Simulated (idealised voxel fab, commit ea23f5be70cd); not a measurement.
process module | voxel air gaps
cross-section cut | 255 nm wide | cells 5 nm
A cross-section is a grid of square cells, given in bands from the top down. A band is one or more rows of cells.
Each band's line starts with the height of the band's top and of its bottom, in nm. Then come its materials from left to right, each with its width in nm. One material with "throughout" fills the band from edge to edge. "air" is empty space.
Height 0 is the level under which the wafer as received is all one material. The lowest band goes on downwards, as in "0 down".
A width such as "30 to 40" changes by the same amount from each row of cells to the next, from the band's top row to its bottom row.
"no change" after a step means that no cell of the cross-section changed.
closed voids: empty space of 8 cells or more with no open way to the top, each as width x height at its distance from the left edge, in nm
after a step's settings: what the simulator itself notes on the step
overlay nm, on a step with a mask: how far to the right of its planned place the mask lay; to the left if negative
plan
1 op RECEIVE | material Si
2 op CONFORMAL_DEP | material SiO2 | thk nm 15
3 op CONFORMAL_DEP | material SiN | thk nm 5
4 op DIRECTIONAL_DEP | material lowk | thk nm 35
5 op DIRECTIONAL_DEP | material aC | thk nm 10
6 op PATTERN | tone open | mask id LINES | material resist | width nm 25 | pitch nm 55 | thk nm 25 | overlay nm 0
7 op DIRECTIONAL_ETCH | etch materials aC | depth nm 10
8 op STRIP | etch materials resist
9 op DIRECTIONAL_ETCH | etch materials lowk | depth nm 35
10 op STRIP | etch materials aC
11 op CONFORMAL_DEP | material TiN | thk nm 5
12 op FILL_DEP | material W | thk nm 5
13 op CMP | height nm 55
14 op EPI | material Ru | thk nm 10
15 op SELECTIVE_ETCH | etch materials lowk | depth nm 45
16 op CONFORMAL_DEP | material SiN | thk nm 5
as received, after step 1
  0 down: Si throughout
  closed voids: none
first wafer at the end, as planned
  70 to 65: air 45 | SiN 165 | air 45
  65 to 55: air 45 | SiN 5 | Ru 45 | SiN 10 | Ru 45 | SiN 10 | Ru 45 | SiN 5 | air 45
  55 to 50: air 45 | SiN 15 | TiN 5 | W 15 | TiN 5 | SiN 30 | TiN 5 | W 15 | TiN 5 | SiN 30 | TiN 5 | W 15 | TiN 5 | SiN 15 | air 45
  50 to 25: air 55 | SiN 5 | TiN 5 | W 15 | TiN 5 | SiN 5 | air 20 | SiN 5 | TiN 5 | W 15 | TiN 5 | SiN 5 | air 20 | SiN 5 | TiN 5 | W 15 | TiN 5 | SiN 5 | air 55
  25 to 20: SiN 60 | TiN 25 | SiN 30 | TiN 25 | SiN 30 | TiN 25 | SiN 60
  20 to 15: SiN throughout
  15 to 0: SiO2 throughout
  0 down: Si throughout
  closed voids: 20 x 25 at 90; 20 x 25 at 145
second wafer at the end: like start, like plan, one mistake
  70 to 65: air 50 | SiN 165 | air 40
  65 to 55: air 50 | SiN 5 | Ru 45 | SiN 10 | Ru 45 | SiN 10 | Ru 45 | SiN 5 | air 40
  55 to 50: air 50 | SiN 15 | TiN 5 | W 15 | TiN 5 | SiN 30 | TiN 5 | W 15 | TiN 5 | SiN 30 | TiN 5 | W 15 | TiN 5 | SiN 15 | air 40
  50 to 25: air 60 | SiN 5 | TiN 5 | W 15 | TiN 5 | SiN 5 | air 20 | SiN 5 | TiN 5 | W 15 | TiN 5 | SiN 5 | air 20 | SiN 5 | TiN 5 | W 15 | TiN 5 | SiN 5 | air 50
  25 to 20: SiN 65 | TiN 25 | SiN 30 | TiN 25 | SiN 30 | TiN 25 | SiN 55
  20 to 15: SiN throughout
  15 to 0: SiO2 throughout
  0 down: Si throughout
  closed voids: 20 x 25 at 95; 20 x 25 at 150
what went wrong: step 6 ran as: op PATTERN | tone open | mask id LINES | material resist | width nm 25 | pitch nm 55 | thk nm 25 | overlay nm 5
at the end the second wafer has, in cells: as many of each material as the first, in other places
